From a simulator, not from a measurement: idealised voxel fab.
Process module heading - voxel released beams
The cross-section shown here is cut; it is 225 nm wide and divided into square cells measuring 5 nm on a side.
Cross-section, as written here: a square-cell grid given band by band from the top down, where a band holds one or more rows of cells. Each band's line starts with the height of the band's top and of its bottom, in nm. Then come its materials from left to right, each with its width in nm. One material with "throughout" fills the band from edge to edge. "blank" is empty space. The reference from which all heights are counted is 0, the level beneath which the as-received wafer is entirely one material; the lowest band, having no lower bound, proceeds downward and is written after the example "0 -> down". With a width like "30 to 40", each row of cells in the band differs from the next by the same amount, the top row carrying the first number and the bottom row the second. "changes: none" means the step left every cell of the cross-section as it was. "Unvented cavities" - sealed voids, min. 8 cells, no opening to top; format: width x height at distance (distance from left edge; nm throughout). after a step's settings: what the simulator itself notes on the step. overlay nm: step with mask; distance mask lay right of planned place; negative value = left of planned place.

Intended process steps
1. RECEIVE (material Si)
2. CONFORMAL_DEP (material Al2O3; thk nm 5)
3. DIRECTIONAL_DEP (material SiO2; thk nm 20)
4. MASKED_ETCH (tone open; mask id ANCHOR; width nm 40; etch materials SiO2; depth nm 20; overlay nm 0)
5. CONFORMAL_DEP (material SiN; thk nm 15)
6. MASKED_ETCH (tone cover; mask id BEAM; width nm 120; etch materials SiN; depth nm 15; overlay nm 0)
7. STRIP (etch materials SiO2)

First of two wafers: run as planned

Delivered wafer in cross-section: state after step 1
> 0 -> down = Si throughout
> Unvented cavities: none

Once step 2 is through, the wafer looks like this in cross-section
> 5 -> 0 = Al2O3 throughout
> Note: structure below 0 unchanged.

Once step 3 is through, the wafer looks like this in cross-section
> 25 -> 5 = SiO2 throughout
> Note: structure below 5 unchanged.

Once step 4 is through, the wafer looks like this in cross-section
> 25 -> 5 = 55 of SiO2 | 40 of blank | 130 of SiO2
> Note: structure below 5 unchanged.

Once step 5 is through, the wafer looks like this in cross-section
> 40 -> 25 = 70 of SiN | 10 of blank | 145 of SiN
> 25 -> 20 = 55 of SiO2 | 15 of SiN | 10 of blank | 15 of SiN | 130 of SiO2
> 20 -> 5 = 55 of SiO2 | 40 of SiN | 130 of SiO2
> Note: structure below 5 unchanged.

Once step 6 is through, the wafer looks like this in cross-section
> 40 -> 25 = 50 of blank | 20 of SiN | 10 of blank | 90 of SiN | 55 of blank
> Note: structure below 25 unchanged.

Once step 7 is through, the wafer looks like this in cross-section
> 40 -> 25 = 50 of blank | 20 of SiN | 10 of blank | 90 of SiN | 55 of blank
> 25 -> 20 = 55 of blank | 15 of SiN | 10 of blank | 15 of SiN | 130 of blank
> 20 -> 5 = 55 of blank | 40 of SiN | 130 of blank
> Note: structure below 5 unchanged.

Second Wafer (Identical Start and Plan, One Processing Error; Matches First Wafer Through Step 3)

Second wafer profile in section, at the moment step 4 of the plan was meant to be complete
> 25 -> 5 = 50 of SiO2 | 40 of blank | 135 of SiO2
> Note: structure below 5 unchanged.

Second wafer profile in section, at the moment step 5 of the plan was meant to be complete
> 40 -> 25 = 65 of SiN | 10 of blank | 150 of SiN
> 25 -> 20 = 50 of SiO2 | 15 of SiN | 10 of blank | 15 of SiN | 135 of SiO2
> 20 -> 5 = 50 of SiO2 | 40 of SiN | 135 of SiO2
> Note: structure below 5 unchanged.

Second wafer profile in section, at the moment step 6 of the plan was meant to be complete
> 40 -> 25 = 50 of blank | 15 of SiN | 10 of blank | 95 of SiN | 55 of blank
> Note: structure below 25 unchanged.

Second wafer profile in section, at the moment step 7 of the plan was meant to be complete
> 40 -> 25 = 50 of blank | 15 of SiN | 10 of blank | 95 of SiN | 55 of blank
> 25 -> 20 = 50 of blank | 15 of SiN | 10 of blank | 15 of SiN | 135 of blank
> 20 -> 5 = 50 of blank | 40 of SiN | 135 of blank
> Note: structure below 5 unchanged.
what went wrong: step 4, actual vs plan mismatch, actual run MASKED_ETCH (tone open; mask id ANCHOR; width nm 40; etch materials SiO2; depth nm 20; overlay nm -5)
End check, second vs first wafer: material counts in cells match, positions do not.
